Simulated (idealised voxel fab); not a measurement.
process module | voxel plated lines
cross-section cut | 290 nm wide | cells 5 nm
A cross-section is a grid of square cells, given in bands from the top down. A band is one or more rows of cells.
Each band's line starts with the height of the band's top and of its bottom, in nm. Then come its materials from left to right, each with its width in nm. One material with "throughout" fills the band from edge to edge. "air" is empty space.
Height 0 is the level under which the wafer as received is all one material. The lowest band goes on downwards, as in "0 down".
A width such as "30 to 40" changes by the same amount from each row of cells to the next, from the band's top row to its bottom row.
"no change" after a step means that no cell of the cross-section changed.
closed voids: empty space of 8 cells or more with no open way to the top, each as width x height at its distance from the left edge, in nm
after a step's settings: what the simulator itself notes on the step
overlay nm, on a step with a mask: how far to the right of its planned place the mask lay; to the left if negative
plan
1 op RECEIVE | material Si
2 op CONFORMAL_DEP | material Al2O3 | thk nm 10
3 op DIRECTIONAL_DEP | material TiN | thk nm 5
4 op PATTERN | tone open | mask id LINES | material resist | width nm 30 | pitch nm 60 | thk nm 40 | overlay nm 0
5 op EPI | material Ru | thk nm 5
6 op EPI | material Ru | thk nm 5
7 op EPI | material Ru | thk nm 5
8 op STRIP | etch materials resist
9 op DIRECTIONAL_ETCH | etch materials TiN | depth nm 5
10 op CONFORMAL_DEP | material SiO2 | thk nm 5
first wafer, as planned
as received, after step 1
  0 down: Si throughout
  closed voids: none
after step 2
  10 to 0: Al2O3 throughout
  below 0: unchanged
after step 3
  15 to 10: TiN throughout
  below 10: unchanged
after step 4
  55 to 15: resist 100 | air 30 | resist 30 | air 30 | resist 100
  below 15: unchanged
after step 5
  55 to 20: resist 100 | air 30 | resist 30 | air 30 | resist 100
  20 to 15: resist 100 | Ru 30 | resist 30 | Ru 30 | resist 100
  below 15: unchanged
after step 6
  55 to 25: resist 100 | air 30 | resist 30 | air 30 | resist 100
  25 to 15: resist 100 | Ru 30 | resist 30 | Ru 30 | resist 100
  below 15: unchanged
after step 7
  55 to 30: resist 100 | air 30 | resist 30 | air 30 | resist 100
  30 to 15: resist 100 | Ru 30 | resist 30 | Ru 30 | resist 100
  below 15: unchanged
after step 8
  30 to 15: air 100 | Ru 30 | air 30 | Ru 30 | air 100
  below 15: unchanged
after step 9
  30 to 15: air 100 | Ru 30 | air 30 | Ru 30 | air 100
  15 to 10: air 100 | TiN 30 | air 30 | TiN 30 | air 100
  below 10: unchanged
after step 10
  35 to 30: air 95 | SiO2 40 | air 20 | SiO2 40 | air 95
  30 to 15: air 95 | SiO2 5 | Ru 30 | SiO2 5 | air 20 | SiO2 5 | Ru 30 | SiO2 5 | air 95
  15 to 10: SiO2 100 | TiN 30 | SiO2 30 | TiN 30 | SiO2 100
  below 10: unchanged
second wafer: like start, like plan, one mistake. Through step 3 it matches the first wafer
when step 4 should have ended
  55 to 15: air 100 | resist 30 | air 30 | resist 30 | air 100
  below 15: unchanged
when step 5 should have ended
  55 to 20: air 100 | resist 30 | air 30 | resist 30 | air 100
  20 to 15: Ru 100 | resist 30 | Ru 30 | resist 30 | Ru 100
  below 15: unchanged
when step 6 should have ended
  55 to 25: air 100 | resist 30 | air 30 | resist 30 | air 100
  25 to 15: Ru 100 | resist 30 | Ru 30 | resist 30 | Ru 100
  below 15: unchanged
when step 7 should have ended
  55 to 30: air 100 | resist 30 | air 30 | resist 30 | air 100
  30 to 15: Ru 100 | resist 30 | Ru 30 | resist 30 | Ru 100
  below 15: unchanged
when step 8 should have ended
  30 to 15: Ru 100 | air 30 | Ru 30 | air 30 | Ru 100
  below 15: unchanged
when step 9 should have ended
  30 to 15: Ru 100 | air 30 | Ru 30 | air 30 | Ru 100
  15 to 10: TiN 100 | air 30 | TiN 30 | air 30 | TiN 100
  below 10: unchanged
when step 10 should have ended
  35 to 30: SiO2 105 | air 20 | SiO2 40 | air 20 | SiO2 105
  30 to 15: Ru 100 | SiO2 5 | air 20 | SiO2 5 | Ru 30 | SiO2 5 | air 20 | SiO2 5 | Ru 100
  15 to 10: TiN 100 | SiO2 30 | TiN 30 | SiO2 30 | TiN 100
  below 10: unchanged
what went wrong: step 4 ran as: op PATTERN | tone cover | mask id LINES | material resist | width nm 30 | pitch nm 60 | thk nm 40 | overlay nm 0
at the end the second wafer has, in cells: 102 more of Ru | 34 more of TiN
